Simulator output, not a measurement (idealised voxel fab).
Process module under the name voxel self aligned vias
The cross-section shown here is cut; it is 205 nm wide and divided into square cells measuring 5 nm on a side.
Heads up, the way a cross-section reads in here is a grid of square cells, handed over as bands from the top down, with every band being one or more rows of cells.
Band: top and bottom heights (nm) first, top before bottom; then materials from left to right, widths in nm. "full width" marks a sole material filling the band edge to edge. "air" denotes empty space.
All heights in this document are referenced to 0, defined as the level beneath which the wafer, as received, consists entirely of one material. The lowest band is not bounded below; it extends indefinitely downward and is written in the form "z 0 and below".
Width: "30..40" (first number = top row, second number = bottom row, same change from row to row of cells).
Step marked "no change"? Then no cell in the cross-section changed in it.
You'll see "Closed void inventory" listing empty spaces that have no way open to the top, as long as they're 8 cells or more; the notation is width x height at distance, where the distance is from the left edge, and all of it is in nm.
Anything after a step's settings on that line? It's the simulator's own note about the step.
On any step carrying a mask, the "overlay nm" setting, if present on the step's line, tells how far right of its planned place the mask lay; negative values point to the left.

This section lists the process steps that were planned
1 RECEIVE,material Si
2 CONFORMAL_DEP,material SiO2,thk nm 10
3 CONFORMAL_DEP,material SiCN,thk nm 5
4 DIRECTIONAL_DEP,material lowk,thk nm 20
5 DIRECTIONAL_DEP,material aC,thk nm 10
6 PATTERN,tone open,mask id LINES,material resist,width nm 30,pitch nm 80,thk nm 30,overlay nm -15
7 DIRECTIONAL_ETCH,etch materials aC,depth nm 10
8 STRIP,etch materials resist
9 DIRECTIONAL_ETCH,etch materials lowk,depth nm 20
10 STRIP,etch materials aC
11 CONFORMAL_DEP,material TiN,thk nm 5
12 FILL_DEP,material Ru,thk nm 5
13 CMP,height nm 35
14 SELECTIVE_ETCH,etch materials W Ru TiN,depth nm 10
15 FILL_DEP,material SiN,thk nm 10
16 CMP,height nm 35
17 DIRECTIONAL_DEP,material lowk,thk nm 15
18 DIRECTIONAL_DEP,material aC,thk nm 10
19 PATTERN,tone open,mask id VIAS,material resist,width nm 50,thk nm 30,overlay nm 0
20 DIRECTIONAL_ETCH,etch materials aC,depth nm 10
21 STRIP,etch materials resist
22 DIRECTIONAL_ETCH,etch materials lowk,depth nm 15
23 DIRECTIONAL_ETCH,etch materials SiN,depth nm 10
24 STRIP,etch materials aC
25 CONFORMAL_DEP,material TiN,thk nm 5
26 FILL_DEP,material W,thk nm 10
27 CMP,height nm 50
28 CONFORMAL_DEP,material SiN,thk nm 5
Every wafer here starts from the same state; it is the step 6 overlay nm that distinguishes them, and the value the plan gives belongs to the first wafer.

As received, i.e. after step 1: cross-section through the first of several wafers
> z 0 and below | Si full width
> Closed void inventory: none

Last step of the module is step 28; after it, the first of several wafers in cross-section
> z 55 to 50 | SiN full width
> z 50 to 40 | 35 lowk | 5 TiN | 40 W | 5 TiN | 120 lowk
> z 40 to 35 | 35 lowk | 5 TiN | 15 W | 30 TiN | 120 lowk
> z 35 to 30 | 30 lowk | 5 SiN | 5 TiN | 15 W | 5 TiN | 50 lowk | 30 SiN | 65 lowk
> z 30 to 25 | 30 lowk | 5 SiN | 25 TiN | 50 lowk | 30 SiN | 65 lowk
> z 25 to 20 | 30 lowk | 5 TiN | 20 Ru | 5 TiN | 50 lowk | 5 TiN | 20 Ru | 5 TiN | 65 lowk
> z 20 to 15 | 30 lowk | 30 TiN | 50 lowk | 30 TiN | 65 lowk
> z 15 to 10 | SiCN full width
> z 10 to 0 | SiO2 full width
> z 0 and below | Si full width
> Closed void inventory: none

Cross-section of the last wafer at end of module
> z 55 to 50 | SiN full width
> z 50 to 40 | 35 lowk | 5 TiN | 40 W | 5 TiN | 120 lowk
> z 40 to 35 | 35 lowk | 30 TiN | 15 W | 5 TiN | 120 lowk
> z 35 to 30 | 60 lowk | 5 TiN | 15 W | 5 TiN | 5 SiN | 50 lowk | 30 SiN | 35 lowk
> z 30 to 25 | 60 lowk | 25 TiN | 5 SiN | 50 lowk | 30 SiN | 35 lowk
> z 25 to 20 | 60 lowk | 5 TiN | 20 Ru | 5 TiN | 50 lowk | 5 TiN | 20 Ru | 5 TiN | 35 lowk
> z 20 to 15 | 60 lowk | 30 TiN | 50 lowk | 30 TiN | 35 lowk
> z 15 to 10 | SiCN full width
> z 10 to 0 | SiO2 full width
> z 0 and below | Si full width
> Closed void inventory: none

The rows of the table below are wafers. Looking at the end of the module, a row counts, for every material, the cells the wafer has gained, shown as (+), or lost, shown as (-), since it was received; its closed voids come next
overlay nm -15, +8 Ru, +41 SiCN, +55 SiN, +82 SiO2, +34 TiN, +22 W, +209 lowk, Closed void inventory: none
overlay nm -10, +8 Ru, +41 SiCN, +53 SiN, +82 SiO2, +34 TiN, +24 W, +209 lowk, Closed void inventory: none
overlay nm -5, +8 Ru, +41 SiCN, +53 SiN, +82 SiO2, +34 TiN, +24 W, +209 lowk, Closed void inventory: none
overlay nm 0, +8 Ru, +41 SiCN, +53 SiN, +82 SiO2, +34 TiN, +24 W, +209 lowk, Closed void inventory: none
overlay nm 5, +8 Ru, +41 SiCN, +53 SiN, +82 SiO2, +34 TiN, +24 W, +209 lowk, Closed void inventory: none
overlay nm 10, +8 Ru, +41 SiCN, +53 SiN, +82 SiO2, +34 TiN, +24 W, +209 lowk, Closed void inventory: none
overlay nm 15, +8 Ru, +41 SiCN, +55 SiN, +82 SiO2, +34 TiN, +22 W, +209 lowk, Closed void inventory: none
